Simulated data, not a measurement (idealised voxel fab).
The process module presented herein is designated voxel self aligned vias.
The figure presents cross-section cut, which has a width of 290 nm and is divided into square cells with an edge length of 5 nm.
Cross-section spec: square-cell grid; bands listed top down; each band is one or more rows. Top height, bottom height, nm. Materials left to right, width each, nm. Single material + "all across" = fills band edge to edge. "blank" = empty. Note: height 0 marks the level under which the wafer is uniformly one material as received. Lowest band unbounded below, written "0 nm and below". Note: "30..40" means the width goes from the first number (top row of the band) to the second number (bottom row) in equal steps per row of cells. The cross-section has no changed cell in any step marked "no change". The label "Trapped void list" introduces a list of the empty spaces, 8 cells or larger, that have no open way up to the top; each entry in it reads width x height at distance, where the distance is taken from the left edge and all three are stated in nm. Whatever follows a step's settings on its line is a remark the simulator itself makes about that step. For masked steps, "overlay nm" on the step line gives how far right of plan the mask actually lay; a minus sign means it lay to the left.

LIST OF PLANNED PROCESS STEPS
1: RECEIVE, material Si
2: CONFORMAL_DEP, material SiO2, thk nm 15
3: CONFORMAL_DEP, material SiCN, thk nm 5
4: DIRECTIONAL_DEP, material lowk, thk nm 20
5: DIRECTIONAL_DEP, material aC, thk nm 15
6: PATTERN, tone open, mask id LINES, material resist, width nm 30, pitch nm 75, thk nm 35, overlay nm 0
7: DIRECTIONAL_ETCH, etch materials aC, depth nm 15
8: STRIP, etch materials resist
9: DIRECTIONAL_ETCH, etch materials lowk, depth nm 20
10: STRIP, etch materials aC
11: CONFORMAL_DEP, material TiN, thk nm 5
12: FILL_DEP, material W, thk nm 5
13: CMP, height nm 40
14: SELECTIVE_ETCH, etch materials W Ru TiN, depth nm 10
15: FILL_DEP, material SiN, thk nm 5
16: CMP, height nm 40
17: DIRECTIONAL_DEP, material lowk, thk nm 15
18: MASKED_ETCH, tone open, mask id VIAS, width nm 50, pitch nm 75, etch materials lowk, depth nm 15, overlay nm 0
19: MASKED_ETCH, tone open, mask id VIAS, width nm 50, pitch nm 75, etch materials SiN, depth nm 10, overlay nm 0
20: CONFORMAL_DEP, material TiN, thk nm 5
21: FILL_DEP, material Ru, thk nm 10
22: CMP, height nm 55
23: CONFORMAL_DEP, material SiCN, thk nm 5

SHOWN IN CROSS-SECTION IS THE WAFER AS RECEIVED, THAT IS, AS IT STANDS AFTER STEP 1
- 0 nm and below | Si all across
- Trapped void list: none

FIRST OF TWO WAFERS AT THE END OF THE MODULE, SHOWN IN CROSS-SECTION; RUN CARRIED OUT AS PLANNED
- 60 nm to 55 nm | SiCN all across
- 55 nm to 45 nm | lowk=45  TiN=5  Ru=40  TiN=5  lowk=25  TiN=5  Ru=40  TiN=5  lowk=25  TiN=5  Ru=40  TiN=5  lowk=45
- 45 nm to 35 nm | lowk=45..55  TiN=15..5  Ru=20  TiN=15..5  lowk=25..45  TiN=15..5  Ru=20  TiN=15..5  lowk=25..45  TiN=15..5  Ru=20  TiN=15..5  lowk=45..55
- 35 nm to 30 nm | lowk=55  TiN=30  lowk=45  TiN=30  lowk=45  TiN=30  lowk=55
- 30 nm to 25 nm | lowk=55  TiN=5  W=20  TiN=5  lowk=45  TiN=5  W=20  TiN=5  lowk=45  TiN=5  W=20  TiN=5  lowk=55
- 25 nm to 20 nm | lowk=55  TiN=30  lowk=45  TiN=30  lowk=45  TiN=30  lowk=55
- 20 nm to 15 nm | SiCN all across
- 15 nm to 0 nm | SiO2 all across
- 0 nm and below | Si all across
- Trapped void list: none

HERE'S THE SECOND OF OUR TWO WAFERS SECTIONED AT MODULE END. SAME START AS THE FIRST, SAME PLAN, BUT ONE MISTAKE GOT MADE RUNNING IT
- 60 nm to 55 nm | SiCN all across
- 55 nm to 40 nm | lowk=45  TiN=5  Ru=40  TiN=5  lowk=25  TiN=5  Ru=40  TiN=5  lowk=25  TiN=5  Ru=40  TiN=5  lowk=45
- 40 nm to 35 nm | SiN=45  TiN=15  Ru=20  TiN=15  SiN=25  TiN=15  Ru=20  TiN=15  SiN=25  TiN=15  Ru=20  TiN=15  SiN=45
- 35 nm to 30 nm | lowk=55  TiN=30  lowk=45  TiN=30  lowk=45  TiN=30  lowk=55
- 30 nm to 20 nm | lowk=55  TiN=5  W=20  TiN=5  lowk=45  TiN=5  W=20  TiN=5  lowk=45  TiN=5  W=20  TiN=5  lowk=55
- 20 nm to 15 nm | lowk=55  TiN=30  lowk=45  TiN=30  lowk=45  TiN=30  lowk=55
- 15 nm to 0 nm | SiO2 all across
- 0 nm and below | Si all across
- Trapped void list: none
The mistake made against the process plan was this: step 3 of the plan got skipped, so it never ran
Heads up, by the end the second wafer has more or fewer cells of some materials compared to the first: Ru +12 | SiCN -58 | SiN +28 | TiN +6 | W +12
